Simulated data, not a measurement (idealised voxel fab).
The name of this process module is voxel fin reveal.
The cross-section on display is named cut; it measures 275 nm wide, and its cells are 5 nm squares.
Bands, listed from the top down, are how a cross-section gets written in this document; the cross-section itself is a grid of square cells, and a band is one or more rows of them.
Top height, bottom height, nm. Materials left to right, width each, nm. Single material + "throughout" = fills band edge to edge. "air" = empty.
Counting heights begins at 0, where everything beneath is, in the wafer as received, one material. The lowest band has no bottom; it goes on downwards, as "0 -> down" shows.
Note: "30 to 40" means the width goes from the first number (top row of the band) to the second number (bottom row) in equal steps per row of cells.
Where the words "changes: none" appear for a step, the cross-section shows no cell changed by that step; every cell remained as before.
Voids not open to the top, 8 cells minimum: see "Encapsulated voids". Written width x height at distance; distance is from the left edge; nm.
On a step's line, text after the settings is the simulator commenting on that step.
overlay nm: step with mask; distance mask lay right of planned place; negative value = left of planned place.
[This section lists the process steps that were planned]
| 1 | op RECEIVE | material Si |
| 2 | op CONFORMAL_DEP | material SiN | thk nm 5 |
| 3 | op PATTERN | tone cover | mask id FINS | material resist | width nm 15 | pitch nm 35 | thk nm 20 | overlay nm 0 |
| 4 | op DIRECTIONAL_ETCH | etch materials SiN | depth nm 5 |
| 5 | op DIRECTIONAL_ETCH | etch materials Si | depth nm 30 |
| 6 | op STRIP | etch materials resist |
| 7 | op FILL_DEP | material SiO2 | thk nm 5 |
| 8 | op CMP | height nm 5 |
| 9 | op SELECTIVE_ETCH | etch materials SiO2 | depth nm 15 |
| 10 | op STRIP | etch materials SiN |
[Cross-section, incoming material, after step 1]
  0 -> down  Si throughout
  Encapsulated voids: none
[Post-module cross-section: identical start and plan to those above, one misstep in execution]
  0 -> -10  Si 95 nm | air 15 nm | Si 20 nm | air 15 nm | Si 20 nm | air 15 nm | Si 95 nm
  -10 -> -30  Si 95 nm | SiO2 15 nm | Si 20 nm | SiO2 15 nm | Si 20 nm | SiO2 15 nm | Si 95 nm
  -30 -> down  Si throughout
  Encapsulated voids: none
Where did the run depart from the plan? in deviation from the planned setting, step 3 was conducted as op PATTERN | tone open | mask id FINS | material resist | width nm 15 | pitch nm 35 | thk nm 20 | overlay nm 0
